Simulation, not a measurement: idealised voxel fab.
Process module name: voxel capacitor over wiring
Shown is cross-section cut, with a width of 215 nm and square cells of size 5 nm.
In this document a cross-section is written as a grid of square cells. It is given as a series of bands, listed from the top down, and a band is one or more rows of cells. A band entry consists of two parts. The first gives the height of the band's top and the height of its bottom, in nm. The rest lists the band's materials from left to right, each with its width in nm. A single material labelled with the word "edge to edge" fills the band from edge to edge, and the word "air" marks empty space. Height is counted from the level 0, under which the received wafer is composed throughout of one material. The lowest of the bands is not closed at the bottom but continues downward, in the notation "z 0 and below". A width given as "30->40" starts at the first number in the band's top row and ends at the second number in its bottom row, shifting by an equal amount at every step from row to row. A step reported as "identical to before" is a step in which no cell of the cross-section changed. Closed-off voids of 8+ cells (no open route to the top) go in "Closed voids list", written width x height at distance from the left edge, in nm. Note: text after step settings on the step line = simulator remark on that step. What "overlay nm" on a step's line means: if the step has a mask, that mask lay this far to the right of its planned place, or, when the value is negative, to the left.

So here's the lineup of process steps we planned:
| 1 | op RECEIVE | material Si |
| 2 | op CONFORMAL_DEP | material SiO2 | thk nm 15 |
| 3 | op CONFORMAL_DEP | material SiCN | thk nm 5 |
| 4 | op DIRECTIONAL_DEP | material SiO2 | thk nm 20 |
| 5 | op DIRECTIONAL_DEP | material aC | thk nm 15 |
| 6 | op PATTERN | tone open | mask id METAL_1 | material resist | width nm 20 | pitch nm 75 | thk nm 30 | overlay nm 0 |
| 7 | op DIRECTIONAL_ETCH | etch materials aC | depth nm 15 |
| 8 | op STRIP | etch materials resist |
| 9 | op DIRECTIONAL_ETCH | etch materials SiO2 | depth nm 20 |
| 10 | op DIRECTIONAL_ETCH | etch materials SiCN | depth nm 5 |
| 11 | op STRIP | etch materials aC |
| 12 | op CONFORMAL_DEP | material TiN | thk nm 5 |
| 13 | op FILL_DEP | material W | thk nm 10 |
| 14 | op CMP | height nm 40 |
| 15 | op EPI | material Ru | thk nm 5 |
| 16 | op FILL_DEP | material SiCN | thk nm 5 |
| 17 | op DIRECTIONAL_DEP | material SiO2 | thk nm 10 |
| 18 | op MASKED_ETCH | tone open | mask id PLUG_1 | width nm 15 | etch materials SiO2 | depth nm 10 | overlay nm 0 |
| 19 | op MASKED_ETCH | tone open | mask id PLUG_1 | width nm 15 | etch materials SiCN | depth nm 5 | overlay nm 0 |
| 20 | op EPI | material Ru | thk nm 10 |
| 21 | op EPI | material Ru | thk nm 5 |
| 22 | op DIRECTIONAL_DEP | material TiN | thk nm 10 |
| 23 | op DIRECTIONAL_DEP | material Al2O3 | thk nm 5 |
| 24 | op DIRECTIONAL_DEP | material TiN | thk nm 5 |
| 25 | op MASKED_ETCH | tone cover | mask id UPPER_PLATE | width nm 60 | etch materials TiN | depth nm 5 | overlay nm 0 |
| 26 | op MASKED_ETCH | tone cover | mask id UPPER_PLATE | width nm 60 | etch materials Al2O3 | depth nm 5 | overlay nm 0 |
| 27 | op PATTERN | tone cover | mask id LOWER_PLATE | material resist | width nm 70 | thk nm 20 | overlay nm 0 |
| 28 | op DIRECTIONAL_ETCH | etch materials TiN | depth nm 10 |
| 29 | op STRIP | etch materials resist |
| 30 | op FILL_DEP | material SiO2 | thk nm 20 |
| 31 | op CMP | height nm 95 |
| 32 | op MASKED_ETCH | tone open | mask id PLUG_2 | width nm 15 | etch materials SiO2 | depth nm 15 | overlay nm 0 |
| 33 | op CONFORMAL_DEP | material TiN | thk nm 5 |
| 34 | op FILL_DEP | material Ru | thk nm 5 |
| 35 | op CMP | height nm 95 |
| 36 | op CONFORMAL_DEP | material SiCN | thk nm 5 |

First wafer out of two, processed as planned:

Wafer as received: cross-section following step 1:
  z 0 and below | Si edge to edge
  Closed voids list: none

Step 2 done - wafer cross-section:
  z 15 to 0 | SiO2 edge to edge
  Note: structure below 0 unchanged.

Step 3 done - wafer cross-section:
  z 20 to 15 | SiCN edge to edge
  Note: structure below 15 unchanged.

Step 4 done - wafer cross-section:
  z 40 to 20 | SiO2 edge to edge
  Note: structure below 20 unchanged.

Step 5 done - wafer cross-section:
  z 55 to 40 | aC edge to edge
  Note: structure below 40 unchanged.

Step 6 done - wafer cross-section:
  z 85 to 55 | resist 60 / air 20 / resist 55 / air 20 / resist 60
  Note: structure below 55 unchanged.

Step 7 done - wafer cross-section:
  z 70 to 55 | resist 60 / air 20 / resist 55 / air 20 / resist 60
  z 55 to 40 | aC 60 / air 20 / aC 55 / air 20 / aC 60
  Note: structure below 40 unchanged.

Step 8 done - wafer cross-section:
  z 55 to 40 | aC 60 / air 20 / aC 55 / air 20 / aC 60
  Note: structure below 40 unchanged.

Step 9 done - wafer cross-section:
  z 55 to 40 | aC 60 / air 20 / aC 55 / air 20 / aC 60
  z 40 to 20 | SiO2 60 / air 20 / SiO2 55 / air 20 / SiO2 60
  Note: structure below 20 unchanged.

Step 10 done - wafer cross-section:
  z 55 to 40 | aC 60 / air 20 / aC 55 / air 20 / aC 60
  z 40 to 20 | SiO2 60 / air 20 / SiO2 55 / air 20 / SiO2 60
  z 20 to 15 | SiCN 60 / air 20 / SiCN 55 / air 20 / SiCN 60
  Note: structure below 15 unchanged.

Step 11 done - wafer cross-section:
  z 40 to 20 | SiO2 60 / air 20 / SiO2 55 / air 20 / SiO2 60
  Note: structure below 20 unchanged.

Step 12 done - wafer cross-section:
  z 45 to 40 | TiN 65 / air 10 / TiN 65 / air 10 / TiN 65
  z 40 to 20 | SiO2 60 / TiN 5 / air 10 / TiN 5 / SiO2 55 / TiN 5 / air 10 / TiN 5 / SiO2 60
  z 20 to 15 | SiCN 60 / TiN 20 / SiCN 55 / TiN 20 / SiCN 60
  Note: structure below 15 unchanged.

Step 13 done - wafer cross-section:
  z 55 to 45 | W edge to edge
  z 45 to 40 | TiN 65 / W 10 / TiN 65 / W 10 / TiN 65
  z 40 to 20 | SiO2 60 / TiN 5 / W 10 / TiN 5 / SiO2 55 / TiN 5 / W 10 / TiN 5 / SiO2 60
  Note: structure below 20 unchanged.

Step 14 done - wafer cross-section:
  z 40 to 20 | SiO2 60 / TiN 5 / W 10 / TiN 5 / SiO2 55 / TiN 5 / W 10 / TiN 5 / SiO2 60
  Note: structure below 20 unchanged.

Step 15 done - wafer cross-section:
  z 45 to 40 | air 55 / Ru 30 / air 45 / Ru 30 / air 55
  Note: structure below 40 unchanged.

Step 16 done - wafer cross-section:
  z 50 to 45 | SiCN edge to edge
  z 45 to 40 | SiCN 55 / Ru 30 / SiCN 45 / Ru 30 / SiCN 55
  Note: structure below 40 unchanged.

Step 17 done - wafer cross-section:
  z 60 to 50 | SiO2 edge to edge
  Note: structure below 50 unchanged.

Step 18 done - wafer cross-section:
  z 60 to 50 | SiO2 65 / air 15 / SiO2 135
  Note: structure below 50 unchanged.

Step 19 done - wafer cross-section:
  z 60 to 50 | SiO2 65 / air 15 / SiO2 135
  z 50 to 45 | SiCN 65 / air 15 / SiCN 135
  Note: structure below 45 unchanged.

Step 20 done - wafer cross-section:
  z 60 to 55 | SiO2 65 / air 15 / SiO2 135
  z 55 to 50 | SiO2 65 / Ru 15 / SiO2 135
  z 50 to 45 | SiCN 65 / Ru 15 / SiCN 135
  Note: structure below 45 unchanged.

Step 21 done - wafer cross-section:
  z 60 to 50 | SiO2 65 / Ru 15 / SiO2 135
  Note: structure below 50 unchanged.

Step 22 done - wafer cross-section:
  z 70 to 60 | TiN edge to edge
  Note: structure below 60 unchanged.

Step 23 done - wafer cross-section:
  z 75 to 70 | Al2O3 edge to edge
  Note: structure below 70 unchanged.

Step 24 done - wafer cross-section:
  z 80 to 75 | TiN edge to edge
  Note: structure below 75 unchanged.

Step 25 done - wafer cross-section:
  z 80 to 75 | air 65 / TiN 60 / air 90
  Note: structure below 75 unchanged.

Step 26 done - wafer cross-section:
  z 80 to 75 | air 65 / TiN 60 / air 90
  z 75 to 70 | air 65 / Al2O3 60 / air 90
  Note: structure below 70 unchanged.

Step 27 done - wafer cross-section:
  z 100 to 80 | air 60 / resist 70 / air 85
  z 80 to 75 | air 60 / resist 5 / TiN 60 / resist 5 / air 85
  z 75 to 70 | air 60 / resist 5 / Al2O3 60 / resist 5 / air 85
  Note: structure below 70 unchanged.

Step 28 done - wafer cross-section:
  z 100 to 80 | air 60 / resist 70 / air 85
  z 80 to 75 | air 60 / resist 5 / TiN 60 / resist 5 / air 85
  z 75 to 70 | air 60 / resist 5 / Al2O3 60 / resist 5 / air 85
  z 70 to 60 | air 60 / TiN 70 / air 85
  Note: structure below 60 unchanged.

Step 29 done - wafer cross-section:
  z 80 to 75 | air 65 / TiN 60 / air 90
  z 75 to 70 | air 65 / Al2O3 60 / air 90
  Note: structure below 70 unchanged.

Step 30 done - wafer cross-section:
  z 100 to 80 | SiO2 edge to edge
  z 80 to 75 | SiO2 65 / TiN 60 / SiO2 90
  z 75 to 70 | SiO2 65 / Al2O3 60 / SiO2 90
  z 70 to 60 | SiO2 60 / TiN 70 / SiO2 85
  Note: structure below 60 unchanged.

Step 31 done - wafer cross-section:
  z 95 to 80 | SiO2 edge to edge
  Note: structure below 80 unchanged.

Step 32 done - wafer cross-section:
  z 95 to 80 | SiO2 75 / air 15 / SiO2 125
  Note: structure below 80 unchanged.

Step 33 done - wafer cross-section:
  z 100 to 95 | TiN 80 / air 5 / TiN 130
  z 95 to 85 | SiO2 75 / TiN 5 / air 5 / TiN 5 / SiO2 125
  z 85 to 75 | SiO2 75->65 / TiN 15->60 / SiO2 125->90
  Note: structure below 75 unchanged.

Step 34 done - wafer cross-section:
  z 105 to 100 | Ru edge to edge
  z 100 to 95 | TiN 80 / Ru 5 / TiN 130
  z 95 to 85 | SiO2 75 / TiN 5 / Ru 5 / TiN 5 / SiO2 125
  Note: structure below 85 unchanged.

Step 35 done - wafer cross-section:
  z 95 to 85 | SiO2 75 / TiN 5 / Ru 5 / TiN 5 / SiO2 125
  Note: structure below 85 unchanged.

Step 36 done - wafer cross-section:
  z 100 to 95 | SiCN edge to edge
  Note: structure below 95 unchanged.

The second wafer: identical to the first at the outset and in its planned sequence, differing only in that one mistake was made during processing; up to and including step 19, its path is the first wafer's path:

Cross-section: second wafer, time at which step 20 was scheduled to end:
  z 65 to 60 | air 60 / Ru 25 / air 130
  z 60 to 50 | SiO2 65 / Ru 15 / SiO2 135
  z 50 to 45 | SiCN 65 / Ru 15 / SiCN 135
  Note: structure below 45 unchanged.

Cross-section: second wafer, time at which step 21 was scheduled to end:
  z 70 to 60 | air 55 / Ru 35 / air 125
  Note: structure below 60 unchanged.

Cross-section: second wafer, time at which step 22 was scheduled to end:
  z 80 to 70 | air 55 / TiN 35 / air 125
  z 70 to 60 | TiN 55 / Ru 35 / TiN 125
  Note: structure below 60 unchanged.

Cross-section: second wafer, time at which step 23 was scheduled to end:
  z 85 to 80 | air 55 / Al2O3 35 / air 125
  z 80 to 75 | air 55 / TiN 35 / air 125
  z 75 to 70 | Al2O3 55 / TiN 35 / Al2O3 125
  Note: structure below 70 unchanged.

Cross-section: second wafer, time at which step 24 was scheduled to end:
  z 90 to 85 | air 55 / TiN 35 / air 125
  z 85 to 80 | air 55 / Al2O3 35 / air 125
  z 80 to 75 | TiN edge to edge
  Note: structure below 75 unchanged.

Cross-section: second wafer, time at which step 25 was scheduled to end:
  z 90 to 85 | air 65 / TiN 25 / air 125
  z 85 to 80 | air 55 / Al2O3 35 / air 125
  z 80 to 75 | air 55 / TiN 70 / air 90
  Note: structure below 75 unchanged.

Cross-section: second wafer, time at which step 26 was scheduled to end:
  z 90 to 85 | air 65 / TiN 25 / air 125
  z 85 to 80 | air 65 / Al2O3 25 / air 125
  z 80 to 75 | air 55 / TiN 70 / air 90
  z 75 to 70 | air 55 / TiN 35 / Al2O3 35 / air 90
  Note: structure below 70 unchanged.

Cross-section: second wafer, time at which step 27 was scheduled to end:
  z 110 to 90 | air 60 / resist 70 / air 85
  z 90 to 85 | air 60 / resist 5 / TiN 25 / resist 40 / air 85
  z 85 to 80 | air 60 / resist 5 / Al2O3 25 / resist 40 / air 85
  z 80 to 75 | air 55 / TiN 70 / resist 5 / air 85
  z 75 to 70 | air 55 / TiN 35 / Al2O3 35 / resist 5 / air 85
  Note: structure below 70 unchanged.

Cross-section: second wafer, time at which step 28 was scheduled to end:
  z 110 to 90 | air 60 / resist 70 / air 85
  z 90 to 85 | air 60 / resist 5 / TiN 25 / resist 40 / air 85
  z 85 to 80 | air 60 / resist 5 / Al2O3 25 / resist 40 / air 85
  z 80 to 75 | air 60 / TiN 65 / resist 5 / air 85
  z 75 to 70 | air 60 / TiN 30 / Al2O3 35 / resist 5 / air 85
  z 70 to 60 | air 55 / Ru 35 / TiN 40 / air 85
  Note: structure below 60 unchanged.

Cross-section: second wafer, time at which step 29 was scheduled to end:
  z 90 to 85 | air 65 / TiN 25 / air 125
  z 85 to 80 | air 65 / Al2O3 25 / air 125
  z 80 to 75 | air 60 / TiN 65 / air 90
  z 75 to 70 | air 60 / TiN 30 / Al2O3 35 / air 90
  Note: structure below 70 unchanged.

Cross-section: second wafer, time at which step 30 was scheduled to end:
  z 110 to 90 | SiO2 edge to edge
  z 90 to 85 | SiO2 65 / TiN 25 / SiO2 125
  z 85 to 80 | SiO2 65 / Al2O3 25 / SiO2 125
  z 80 to 75 | SiO2 60 / TiN 65 / SiO2 90
  z 75 to 70 | SiO2 60 / TiN 30 / Al2O3 35 / SiO2 90
  z 70 to 60 | SiO2 55 / Ru 35 / TiN 40 / SiO2 85
  Note: structure below 60 unchanged.

Cross-section: second wafer, time at which step 31 was scheduled to end:
  z 95 to 90 | SiO2 edge to edge
  Note: structure below 90 unchanged.

Cross-section: second wafer, time at which step 32 was scheduled to end:
  z 95 to 90 | SiO2 75 / air 15 / SiO2 125
  Note: structure below 90 unchanged.

Cross-section: second wafer, time at which step 33 was scheduled to end:
  z 100 to 95 | TiN 80 / air 5 / TiN 130
  z 95 to 85 | SiO2 75->65 / TiN 15->25 / SiO2 125
  Note: structure below 85 unchanged.

Cross-section: second wafer, time at which step 34 was scheduled to end:
  z 105 to 100 | Ru edge to edge
  z 100 to 95 | TiN 80 / Ru 5 / TiN 130
  Note: structure below 95 unchanged.

Cross-section: second wafer, time at which step 35 was scheduled to end:
  z 95 to 85 | SiO2 75->65 / TiN 15->25 / SiO2 125
  Note: structure below 85 unchanged.

Cross-section: second wafer, time at which step 36 was scheduled to end:
  z 100 to 95 | SiCN edge to edge
  Note: structure below 95 unchanged.
It is concluded that the wafer was processed incorrectly with respect to the plan, in that twice, step 20 of the plan was run
It is noted that, at the conclusion of processing, the second wafer exhibits a higher or lower cell count for certain materials relative to the first: +12 Ru, -8 SiO2, -4 TiN
